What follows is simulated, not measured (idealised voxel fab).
Name of the process module below: voxel gate over fins
Square cell edge 5 nm, section width 280 nm, ID cut.
How to read a cross-section here: the picture is a grid of square cells, written as bands going from the top down, and any band can span one or more rows of cells. The band entry comprises the height of the band's top followed by the height of its bottom, expressed in nm, and subsequently the band's materials from left to right, each stated together with its width in nm. Where a single material is marked with the word "all across", that material fills the band from edge to edge. The word "blank" represents empty space. For the purposes of this specification, 0 denotes the height below which the wafer in its as-received condition is composed wholly of one material, and the lowermost band, lacking a lower limit, extends downward without end, as expressed in "0 nm and below". The expression "30 to 40" gives the width at the extremes of the band, the first number at its top row of cells and the second at its bottom row, with the width changing by equal amounts from each row to the next in between. When a step is marked "changes: none", none of the cells in the cross-section changed during that step. "Enclosed void inventory": empty spaces of 8 cells or more with no open way to the top, each given as width x height at distance, distance from the left edge, all in nm. If you see something after the settings on a step's line, that's the simulator's own remark about that step. A step line may carry the setting "overlay nm", which, for steps involving a mask, states the distance by which the mask lay to the right of its intended position; negative values denote displacement to the left.
-- Intended process steps
1 RECEIVE | material Si
2 CONFORMAL_DEP | material SiN | thk nm 10
3 MASKED_ETCH | tone cover | mask id FINS | width nm 15 | pitch nm 55 | etch materials SiN | depth nm 10 | overlay nm -15
4 MASKED_ETCH | tone cover | mask id FINS | width nm 15 | pitch nm 55 | etch materials Si | depth nm 30 | overlay nm 0
5 OXIDIZE | depth nm 5
6 FILL_DEP | material SiO2 | thk nm 5
7 CMP | height nm 10
8 PATTERN | tone open | mask id RAIL | material resist | width nm 15 | thk nm 15 | overlay nm 0
9 DIRECTIONAL_ETCH | etch materials SiO2 | depth nm 35
10 STRIP | etch materials resist
11 CONFORMAL_DEP | material TiN | thk nm 5
12 FILL_DEP | material Ru | thk nm 10
13 CMP | height nm 10
14 SELECTIVE_ETCH | etch materials W Ru TiN | depth nm 25
15 FILL_DEP | material SiO2 | thk nm 5
16 CMP | height nm 10
17 SELECTIVE_ETCH | etch materials SiO2 | depth nm 20
18 STRIP | etch materials SiN
19 CONFORMAL_DEP | material HfO2 | thk nm 5
20 CONFORMAL_DEP | material TiN | thk nm 5
21 FILL_DEP | material W | thk nm 10
22 CMP | height nm 15
23 CONFORMAL_DEP | material SiN | thk nm 5
Quick note for whoever runs this: the wafers start identical, but the overlay nm at step 3 isn't the same across them. The plan just shows what the first wafer had.
-- The as-received cross-section of the first of several wafers corresponds to the state after step 1
> 0 nm and below | Si all across
> Enclosed void inventory: none
-- Every row in this table is a wafer at the end of the module, and it gives, for each of the materials, the cells that wafer has gained (+) or lost (-) since it was received, then its closed voids
overlay nm -15, +72 HfO2, +1 Ru, -292 Si, +56 SiN, +194 SiO2, +77 TiN, +116 W, Enclosed void inventory: none
overlay nm -10, +72 HfO2, +1 Ru, -316 Si, +56 SiN, +214 SiO2, +77 TiN, +120 W, Enclosed void inventory: none
overlay nm -5, +72 HfO2, +1 Ru, -340 Si, +56 SiN, +234 SiO2, +77 TiN, +124 W, Enclosed void inventory: none
overlay nm 0, +72 HfO2, +1 Ru, -364 Si, +56 SiN, +254 SiO2, +77 TiN, +128 W, Enclosed void inventory: none
overlay nm 5, +72 HfO2, +1 Ru, -340 Si, +56 SiN, +234 SiO2, +77 TiN, +124 W, Enclosed void inventory: none
overlay nm 10, +72 HfO2, +1 Ru, -316 Si, +56 SiN, +214 SiO2, +77 TiN, +120 W, Enclosed void inventory: none
overlay nm 15, +72 HfO2, -292 Si, +56 SiN, +196 SiO2, +76 TiN, +116 W, Enclosed void inventory: none
